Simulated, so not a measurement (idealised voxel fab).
Process module heading - voxel self aligned contacts
It is cross-section cut that appears here, measuring 225 nm in width, its square cells being 5 nm in size.
In this document a cross-section is written as a grid of square cells. It is given as a series of bands, listed from the top down, and a band is one or more rows of cells. Each band's line starts with the height of the band's top and of its bottom, in nm. Then come its materials from left to right, each with its width in nm. One material with "edge to edge" fills the band from edge to edge. "blank" is empty space. Heads up on the height convention: 0 is the point under which the incoming wafer is all one material, and the lowest band has no bottom, it just keeps going down, like "0 -> down". Width "30..40": first value at the band's top row of cells, second value at its bottom row, equal change from row to row. Given "nothing was modified" for a step, no cell of the cross-section differs between before and after that step. "Unvented cavities" lists enclosed empty spaces (at least 8 cells, no open path upward to the top), each as width x height at distance from the left edge, in nm. Text after the settings on a step's line: the simulator's own remark on that step. You can add "overlay nm" to a step's line. For a step with a mask, it describes how far the mask lay to the right of its planned position, and a negative number describes a lay to the left.
**Planned step list for the process**
| 1 | RECEIVE (material Si) |
| 2 | OXIDIZE (depth nm 5) |
| 3 | DIRECTIONAL_DEP (material polySi; thk nm 30) |
| 4 | DIRECTIONAL_DEP (material SiN; thk nm 20) |
| 5 | PATTERN (tone cover; mask id GATE; material resist; width nm 35; pitch nm 65; thk nm 15; overlay nm 0) |
| 6 | DIRECTIONAL_ETCH (etch materials SiN; depth nm 20) |
| 7 | DIRECTIONAL_ETCH (etch materials polySi; depth nm 30) |
| 8 | STRIP (etch materials resist) |
| 9 | CONFORMAL_DEP (material SiN; thk nm 5) |
| 10 | DIRECTIONAL_ETCH (etch materials SiN; depth nm 5) |
| 11 | FILL_DEP (material SiO2; thk nm 15) |
| 12 | CMP (height nm 60) |
| 13 | DIRECTIONAL_DEP (material aC; thk nm 15) |
| 14 | PATTERN (tone open; mask id CONTACT; material resist; width nm 50; pitch nm 65; thk nm 30; overlay nm 0) |
| 15 | DIRECTIONAL_ETCH (etch materials aC; depth nm 15) |
| 16 | STRIP (etch materials resist) |
| 17 | DIRECTIONAL_ETCH (etch materials SiO2; depth nm 65) |
| 18 | STRIP (etch materials aC) |
| 19 | CONFORMAL_DEP (material TiN; thk nm 5) |
| 20 | FILL_DEP (material W; thk nm 10) |
| 21 | CMP (height nm 60) |
| 22 | CONFORMAL_DEP (material SiN; thk nm 5) |
**This is the cross-section of the wafer as we received it, i.e. after step 1**
* 0 -> down = Si edge to edge
* Unvented cavities: none
**Look at the cross-section after the module: the wafer started out the way shown above and the plan was the one shown above, yet one mistake was made along the way**
* 65 -> 60 = SiN edge to edge
* 60 -> 55 = SiO2: 55, then TiN: 20, then W: 10, then TiN: 20, then SiO2: 15, then TiN: 20, then W: 10, then TiN: 20, then SiO2: 55
* 55 -> 35 = SiO2: 25, then SiN: 45, then TiN: 5, then W: 10, then TiN: 5, then SiN: 45, then TiN: 5, then W: 10, then TiN: 5, then SiN: 45, then SiO2: 25
* 35 -> 10 = SiO2: 25, then SiN: 5, then polySi: 35, then SiN: 5, then TiN: 5, then W: 10, then TiN: 5, then SiN: 5, then polySi: 35, then SiN: 5, then TiN: 5, then W: 10, then TiN: 5, then SiN: 5, then polySi: 35, then SiN: 5, then SiO2: 25
* 10 -> 5 = SiO2: 25, then SiN: 5, then polySi: 35, then SiN: 5, then TiN: 20, then SiN: 5, then polySi: 35, then SiN: 5, then TiN: 20, then SiN: 5, then polySi: 35, then SiN: 5, then SiO2: 25
* 5 -> 0 = polySi edge to edge
* 0 -> -5 = SiO2 edge to edge
* -5 -> down = Si edge to edge
* Unvented cavities: none
Plan not followed: step 3 changed vs plan, executed as DIRECTIONAL_DEP (material polySi; thk nm 35)
